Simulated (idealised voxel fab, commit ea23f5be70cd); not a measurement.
Documented hereafter: the process module known as voxel released beams.
In the cross-section labelled cut, the width is 255 nm and each square cell is 5 nm.
The cross-sections in this document take the form of a grid made of square cells. They are written out as bands, in order from top to bottom. Each band consists of one or more rows of cells. Per band: top height and bottom height in nm, followed by the left-to-right materials and their widths in nm; "everywhere" marks a single material spanning edge to edge, "blank" marks empty space. Heights are expressed relative to 0, this being the level below which the as-received wafer comprises one material exclusively. The lowest band is unbounded in the downward direction and is denoted as in "0 nm and below". Think of "30->40" as a width that walks from the first number to the second as you go down the band, top row to bottom row, taking equal-sized steps from row to row. "no modification" for a step: no cell of the cross-section changed in that step. So "Closed cavity list" is basically the list of trapped voids: any empty space of 8 cells or more that can't reach the top through an opening. They're written width x height at distance, the distance being from the left edge, and it's all nm. On a step's line, text after the settings is the simulator commenting on that step. overlay nm: for a step with a mask, the amount by which the mask lay right of where it was planned; a negative amount means left of it.

## Here's what the planned process steps look like
1 RECEIVE with material Si
2 CONFORMAL_DEP with material Al2O3, thk nm 10
3 DIRECTIONAL_DEP with material SiO2, thk nm 15
4 PATTERN with tone open, mask id ANCHOR, material resist, width nm 35, thk nm 15, overlay nm 0
5 DIRECTIONAL_ETCH with etch materials SiO2, depth nm 15
6 STRIP with etch materials resist
7 CONFORMAL_DEP with material polySi, thk nm 10
8 PATTERN with tone cover, mask id BEAM, material resist, width nm 120, thk nm 15, overlay nm 0
9 DIRECTIONAL_ETCH with etch materials polySi, depth nm 10
10 STRIP with etch materials resist
11 STRIP with etch materials SiO2

## First of two wafers: run as planned

## Cross-section: wafer on arrival = after step 1
- 0 nm and below | Si everywhere
- Closed cavity list: none

## You're looking at a cross-section of the wafer after step 2
- 10 nm to 0 nm | Al2O3 everywhere
- Below 0, the layers are the same as they were.

## You're looking at a cross-section of the wafer after step 3
- 25 nm to 10 nm | SiO2 everywhere
- Below 10, the layers are the same as they were.

## You're looking at a cross-section of the wafer after step 4
- 40 nm to 25 nm | 70 of resist, 35 of blank, 150 of resist
- Below 25, the layers are the same as they were.

## You're looking at a cross-section of the wafer after step 5
- 40 nm to 25 nm | 70 of resist, 35 of blank, 150 of resist
- 25 nm to 10 nm | 70 of SiO2, 35 of blank, 150 of SiO2
- Below 10, the layers are the same as they were.

## You're looking at a cross-section of the wafer after step 6
- 25 nm to 10 nm | 70 of SiO2, 35 of blank, 150 of SiO2
- Below 10, the layers are the same as they were.

## You're looking at a cross-section of the wafer after step 7
- 35 nm to 25 nm | 80 of polySi, 15 of blank, 160 of polySi
- 25 nm to 20 nm | 70 of SiO2, 10 of polySi, 15 of blank, 10 of polySi, 150 of SiO2
- 20 nm to 10 nm | 70 of SiO2, 35 of polySi, 150 of SiO2
- Below 10, the layers are the same as they were.

## You're looking at a cross-section of the wafer after step 8
- 50 nm to 35 nm | 65 of blank, 120 of resist, 70 of blank
- 35 nm to 25 nm | 80 of polySi, 15 of resist, 160 of polySi
- 25 nm to 20 nm | 70 of SiO2, 10 of polySi, 15 of resist, 10 of polySi, 150 of SiO2
- Below 20, the layers are the same as they were.

## You're looking at a cross-section of the wafer after step 9
- 50 nm to 35 nm | 65 of blank, 120 of resist, 70 of blank
- 35 nm to 25 nm | 65 of blank, 15 of polySi, 15 of resist, 90 of polySi, 70 of blank
- Below 25, the layers are the same as they were.

## You're looking at a cross-section of the wafer after step 10
- 35 nm to 25 nm | 65 of blank, 15 of polySi, 15 of blank, 90 of polySi, 70 of blank
- 25 nm to 20 nm | 70 of SiO2, 10 of polySi, 15 of blank, 10 of polySi, 150 of SiO2
- Below 20, the layers are the same as they were.

## You're looking at a cross-section of the wafer after step 11
- 35 nm to 25 nm | 65 of blank, 15 of polySi, 15 of blank, 90 of polySi, 70 of blank
- 25 nm to 20 nm | 70 of blank, 10 of polySi, 15 of blank, 10 of polySi, 150 of blank
- 20 nm to 10 nm | 70 of blank, 35 of polySi, 150 of blank
- Below 10, the layers are the same as they were.

## Wafer two. Identical start, identical plan. One mistake in execution. Identical history through step 1

Cross-section, second wafer, at the end time the plan gives for step 2: no modification

## Cross-section, second wafer, at the end time the plan gives for step 3
- 15 nm to 0 nm | SiO2 everywhere
- Below 0, the layers are the same as they were.

## Cross-section, second wafer, at the end time the plan gives for step 4
- 30 nm to 15 nm | 70 of resist, 35 of blank, 150 of resist
- Below 15, the layers are the same as they were.

## Cross-section, second wafer, at the end time the plan gives for step 5
- 30 nm to 15 nm | 70 of resist, 35 of blank, 150 of resist
- 15 nm to 0 nm | 70 of SiO2, 35 of blank, 150 of SiO2
- Below 0, the layers are the same as they were.

## Cross-section, second wafer, at the end time the plan gives for step 6
- 15 nm to 0 nm | 70 of SiO2, 35 of blank, 150 of SiO2
- Below 0, the layers are the same as they were.

## Cross-section, second wafer, at the end time the plan gives for step 7
- 25 nm to 15 nm | 80 of polySi, 15 of blank, 160 of polySi
- 15 nm to 10 nm | 70 of SiO2, 10 of polySi, 15 of blank, 10 of polySi, 150 of SiO2
- 10 nm to 0 nm | 70 of SiO2, 35 of polySi, 150 of SiO2
- Below 0, the layers are the same as they were.

## Cross-section, second wafer, at the end time the plan gives for step 8
- 40 nm to 25 nm | 65 of blank, 120 of resist, 70 of blank
- 25 nm to 15 nm | 80 of polySi, 15 of resist, 160 of polySi
- 15 nm to 10 nm | 70 of SiO2, 10 of polySi, 15 of resist, 10 of polySi, 150 of SiO2
- Below 10, the layers are the same as they were.

## Cross-section, second wafer, at the end time the plan gives for step 9
- 40 nm to 25 nm | 65 of blank, 120 of resist, 70 of blank
- 25 nm to 15 nm | 65 of blank, 15 of polySi, 15 of resist, 90 of polySi, 70 of blank
- Below 15, the layers are the same as they were.

## Cross-section, second wafer, at the end time the plan gives for step 10
- 25 nm to 15 nm | 65 of blank, 15 of polySi, 15 of blank, 90 of polySi, 70 of blank
- 15 nm to 10 nm | 70 of SiO2, 10 of polySi, 15 of blank, 10 of polySi, 150 of SiO2
- Below 10, the layers are the same as they were.

## Cross-section, second wafer, at the end time the plan gives for step 11
- 25 nm to 15 nm | 65 of blank, 15 of polySi, 15 of blank, 90 of polySi, 70 of blank
- 15 nm to 10 nm | 70 of blank, 10 of polySi, 15 of blank, 10 of polySi, 150 of blank
- 10 nm to 0 nm | 70 of blank, 35 of polySi, 150 of blank
- Below 0, the layers are the same as they were.
Run error: step 2 in the plan did not get run; it was skipped
Final tally in cells, some materials are higher or lower on the second wafer than on the first: Al2O3: 102 fewer
